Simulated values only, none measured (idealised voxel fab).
process module | voxel self aligned contacts
cross-section cut | 270 nm wide | cells 5 nm
A cross-section is a grid of square cells, given in bands from the top down. A band is one or more rows of cells.
Each band's line starts with the height of the band's top and of its bottom, in nm. Then come its materials from left to right, each with its width in nm. One material with "throughout" fills the band from edge to edge. "air" is empty space.
Height 0 is the level under which the wafer as received is all one material. The lowest band goes on downwards, as in "0 down".
A width such as "30 to 40" changes by the same amount from each row of cells to the next, from the band's top row to its bottom row.
"no change" after a step means that no cell of the cross-section changed.
closed voids: empty space of 8 cells or more with no open way to the top, each as width x height at its distance from the left edge, in nm
after a step's settings: what the simulator itself notes on the step
overlay nm, on a step with a mask: how far to the right of its planned place the mask lay; to the left if negative
plan
1 op RECEIVE | material Si
2 op CONFORMAL_DEP | material SiO2 | thk nm 5
3 op DIRECTIONAL_DEP | material polySi | thk nm 25
4 op DIRECTIONAL_DEP | material SiN | thk nm 25
5 op MASKED_ETCH | tone cover | mask id GATE | width nm 30 | pitch nm 70 | etch materials SiN | depth nm 25 | overlay nm 0
6 op MASKED_ETCH | tone cover | mask id GATE | width nm 30 | pitch nm 70 | etch materials polySi | depth nm 25 | overlay nm 0
7 op CONFORMAL_DEP | material SiN | thk nm 10
8 op DIRECTIONAL_ETCH | etch materials SiN | depth nm 10
9 op FILL_DEP | material SiO2 | thk nm 15
10 op CMP | height nm 65
11 op MASKED_ETCH | tone open | mask id CONTACT | width nm 50 | pitch nm 70 | etch materials SiO2 | depth nm 65 | overlay nm 0
12 op CONFORMAL_DEP | material TiN | thk nm 5
13 op FILL_DEP | material W | thk nm 5
14 op CMP | height nm 65
15 op CONFORMAL_DEP | material SiN | thk nm 5
first wafer, as planned
as received, after step 1
  0 down: Si throughout
  closed voids: none
after step 2
  5 to 0: SiO2 throughout
  below 0: unchanged
after step 3
  30 to 5: polySi throughout
  below 5: unchanged
after step 4
  55 to 30: SiN throughout
  below 30: unchanged
after step 5
  55 to 30: air 50 | SiN 30 | air 40 | SiN 30 | air 40 | SiN 30 | air 50
  below 30: unchanged
after step 6
  55 to 30: air 50 | SiN 30 | air 40 | SiN 30 | air 40 | SiN 30 | air 50
  30 to 5: air 50 | polySi 30 | air 40 | polySi 30 | air 40 | polySi 30 | air 50
  below 5: unchanged
after step 7
  65 to 30: air 40 | SiN 50 | air 20 | SiN 50 | air 20 | SiN 50 | air 40
  30 to 15: air 40 | SiN 10 | polySi 30 | SiN 10 | air 20 | SiN 10 | polySi 30 | SiN 10 | air 20 | SiN 10 | polySi 30 | SiN 10 | air 40
  15 to 5: SiN 50 | polySi 30 | SiN 40 | polySi 30 | SiN 40 | polySi 30 | SiN 50
  below 5: unchanged
after step 8
  55 to 30: air 40 | SiN 50 | air 20 | SiN 50 | air 20 | SiN 50 | air 40
  30 to 5: air 40 | SiN 10 | polySi 30 | SiN 10 | air 20 | SiN 10 | polySi 30 | SiN 10 | air 20 | SiN 10 | polySi 30 | SiN 10 | air 40
  below 5: unchanged
after step 9
  70 to 55: SiO2 throughout
  55 to 30: SiO2 40 | SiN 50 | SiO2 20 | SiN 50 | SiO2 20 | SiN 50 | SiO2 40
  30 to 5: SiO2 40 | SiN 10 | polySi 30 | SiN 10 | SiO2 20 | SiN 10 | polySi 30 | SiN 10 | SiO2 20 | SiN 10 | polySi 30 | SiN 10 | SiO2 40
  below 5: unchanged
after step 10
  65 to 55: SiO2 throughout
  below 55: unchanged
after step 11
  65 to 55: SiO2 75 | air 50 | SiO2 20 | air 50 | SiO2 75
  55 to 30: SiO2 40 | SiN 50 | air 20 | SiN 50 | air 20 | SiN 50 | SiO2 40
  30 to 5: SiO2 40 | SiN 10 | polySi 30 | SiN 10 | air 20 | SiN 10 | polySi 30 | SiN 10 | air 20 | SiN 10 | polySi 30 | SiN 10 | SiO2 40
  5 to 0: SiO2 90 | air 20 | SiO2 50 | air 20 | SiO2 90
  below 0: unchanged
after step 12
  70 to 65: TiN 80 | air 40 | TiN 30 | air 40 | TiN 80
  65 to 55: SiO2 75 | TiN 5 to 20 | air 40 to 10 | TiN 5 to 20 | SiO2 20 | TiN 5 to 20 | air 40 to 10 | TiN 5 to 20 | SiO2 75
  55 to 30: SiO2 40 | SiN 50 | TiN 5 | air 10 | TiN 5 | SiN 50 | TiN 5 | air 10 | TiN 5 | SiN 50 | SiO2 40
  30 to 5: SiO2 40 | SiN 10 | polySi 30 | SiN 10 | TiN 5 | air 10 | TiN 5 | SiN 10 | polySi 30 | SiN 10 | TiN 5 | air 10 | TiN 5 | SiN 10 | polySi 30 | SiN 10 | SiO2 40
  5 to 0: SiO2 90 | TiN 20 | SiO2 50 | TiN 20 | SiO2 90
  below 0: unchanged
after step 13
  75 to 70: W throughout
  70 to 65: TiN 80 | W 40 | TiN 30 | W 40 | TiN 80
  65 to 55: SiO2 75 | TiN 5 to 20 | W 40 to 10 | TiN 5 to 20 | SiO2 20 | TiN 5 to 20 | W 40 to 10 | TiN 5 to 20 | SiO2 75
  55 to 30: SiO2 40 | SiN 50 | TiN 5 | W 10 | TiN 5 | SiN 50 | TiN 5 | W 10 | TiN 5 | SiN 50 | SiO2 40
  30 to 5: SiO2 40 | SiN 10 | polySi 30 | SiN 10 | TiN 5 | W 10 | TiN 5 | SiN 10 | polySi 30 | SiN 10 | TiN 5 | W 10 | TiN 5 | SiN 10 | polySi 30 | SiN 10 | SiO2 40
  below 5: unchanged
after step 14
  65 to 55: SiO2 75 | TiN 5 to 20 | W 40 to 10 | TiN 5 to 20 | SiO2 20 | TiN 5 to 20 | W 40 to 10 | TiN 5 to 20 | SiO2 75
  below 55: unchanged
after step 15
  70 to 65: SiN throughout
  below 65: unchanged
second wafer: like start, like plan, one mistake. Through step 14 it matches the first wafer
when step 15 should have ended
  70 to 65: TiN throughout
  below 65: unchanged
what went wrong: step 15 ran as: op CONFORMAL_DEP | material TiN | thk nm 5
at the end the second wafer has, in cells: 54 fewer of SiN | 54 more of TiN
